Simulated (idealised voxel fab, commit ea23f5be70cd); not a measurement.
Proc. module: voxel tone inversion
It is cross-section cut that appears here, measuring 220 nm in width, its square cells being 5 nm in size.
When this document writes out a cross-section, it uses a grid of square cells and lists it as bands, beginning at the top and moving down, with a band standing for one or more rows of cells.
Basically the band line says how high the top is and how high the bottom is, in nm, and then what's in it from left to right, every material with its width in nm. Empty space shows up as "empty", and if a single material carries "everywhere" it runs the full band edge to edge.
Measure heights from 0. That's the level where, below it, the as-received wafer is all one material. The lowest band is bottomless and extends downward; write it as in "0..down".
Quick explanation for "30..40": the width changes in equal steps down the rows of cells, from the first number in the band's top row to the second number in its bottom row.
No cell of the cross-section changed in a step that is given as "same as before".
In the "Non-vented voids" entry, you get each enclosed empty space of 8 cells or more, one with no open way to the top, written width x height at distance, distance from the left edge, in nm.
Anything after a step's settings on that line? It's the simulator's own note about the step.
overlay nm: how far to the right of its planned place the mask lay on this masked step (negative: to the left).
-- So here's the lineup of process steps we planned
step 1: RECEIVE with material Si
step 2: CONFORMAL_DEP with material SiN, thk nm 5
step 3: DIRECTIONAL_DEP with material polySi, thk nm 25
step 4: PATTERN with tone cover, mask id POSTS, material resist, width nm 25, pitch nm 45, thk nm 30, overlay nm 0
step 5: DIRECTIONAL_ETCH with etch materials polySi, depth nm 25
step 6: STRIP with etch materials resist
step 7: FILL_DEP with material SiO2, thk nm 10
step 8: CMP with height nm 30
step 9: STRIP with etch materials polySi
step 10: CONFORMAL_DEP with material TiN, thk nm 5
step 11: FILL_DEP with material W, thk nm 5
step 12: CMP with height nm 30
step 13: CONFORMAL_DEP with material SiCN, thk nm 5
-- Wafer cross-section on receipt, i.e. after step 1
> 0..down | Si everywhere
> Non-vented voids: none
-- Cross-section at module end, one run error; start and plan unchanged from above
> 35..30 | SiCN everywhere
> 30..10 | SiO2 40 nm  TiN 5 nm  W 15 nm  TiN 5 nm  SiO2 20 nm  TiN 5 nm  W 15 nm  TiN 5 nm  SiO2 20 nm  TiN 5 nm  W 15 nm  TiN 5 nm  SiO2 20 nm  TiN 5 nm  W 15 nm  TiN 5 nm  SiO2 20 nm
> 10..5 | SiO2 40 nm  TiN 25 nm  SiO2 20 nm  TiN 25 nm  SiO2 20 nm  TiN 25 nm  SiO2 20 nm  TiN 25 nm  SiO2 20 nm
> 5..0 | SiN everywhere
> 0..down | Si everywhere
> Non-vented voids: none
Heads up, the wafer didn't run the way we planned it: for step 4, the planned setting was not used; the step was instead run as PATTERN with tone cover, mask id POSTS, material resist, width nm 25, pitch nm 45, thk nm 30, overlay nm 10
